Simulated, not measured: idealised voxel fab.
process module | voxel ribs on slabs
cross-section cut | 220 nm wide | cells 5 nm
A cross-section is a grid of square cells, given in bands from the top down. A band is one or more rows of cells.
Each band's line starts with the height of the band's top and of its bottom, in nm. Then come its materials from left to right, each with its width in nm. One material with "throughout" fills the band from edge to edge. "air" is empty space.
Height 0 is the level under which the wafer as received is all one material. The lowest band goes on downwards, as in "0 down".
A width such as "30 to 40" changes by the same amount from each row of cells to the next, from the band's top row to its bottom row.
"no change" after a step means that no cell of the cross-section changed.
closed voids: empty space of 8 cells or more with no open way to the top, each as width x height at its distance from the left edge, in nm
after a step's settings: what the simulator itself notes on the step
overlay nm, on a step with a mask: how far to the right of its planned place the mask lay; to the left if negative
plan
1 op RECEIVE | material Si
2 op DIRECTIONAL_DEP | material SiO2 | thk nm 20
3 op DIRECTIONAL_DEP | material polySi | thk nm 20
4 op PATTERN | tone cover | mask id RIB | material resist | width nm 20 | thk nm 20 | overlay nm 0
5 op DIRECTIONAL_ETCH | etch materials polySi | depth nm 5
6 op STRIP | etch materials resist
7 op DIRECTIONAL_DEP | material aC | thk nm 10
8 op PATTERN | tone cover | mask id SLAB | material resist | width nm 70 | thk nm 30 | overlay nm 0
9 op DIRECTIONAL_ETCH | etch materials aC | depth nm 10
10 op STRIP | etch materials resist
11 op DIRECTIONAL_ETCH | etch materials polySi | depth nm 15
12 op STRIP | etch materials aC
13 op FILL_DEP | material SiO2 | thk nm 20
14 op CMP | height nm 55
15 op DIRECTIONAL_DEP | material TiN | thk nm 10
16 op PATTERN | tone cover | mask id HEATER | material resist | width nm 20 | thk nm 15 | overlay nm 0
17 op DIRECTIONAL_ETCH | etch materials TiN | depth nm 10
18 op STRIP | etch materials resist
19 op CONFORMAL_DEP | material SiN | thk nm 5
varied across the wafers: width nm of step 16. The plan shows the first wafer's value. All wafers start alike
first wafer as received, after step 1
  0 down: Si throughout
  closed voids: none
each wafer at the end: cells of each material gained (+) or lost (-) since it was received, then its closed voids
width nm 20 | +48 SiN | +438 SiO2 | +8 TiN | +46 polySi | closed voids: none
width nm 25 | +48 SiN | +438 SiO2 | +10 TiN | +46 polySi | closed voids: none
width nm 30 | +48 SiN | +438 SiO2 | +12 TiN | +46 polySi | closed voids: none
width nm 35 | +48 SiN | +438 SiO2 | +14 TiN | +46 polySi | closed voids: none
width nm 40 | +48 SiN | +438 SiO2 | +16 TiN | +46 polySi | closed voids: none
width nm 45 | +48 SiN | +438 SiO2 | +18 TiN | +46 polySi | closed voids: none
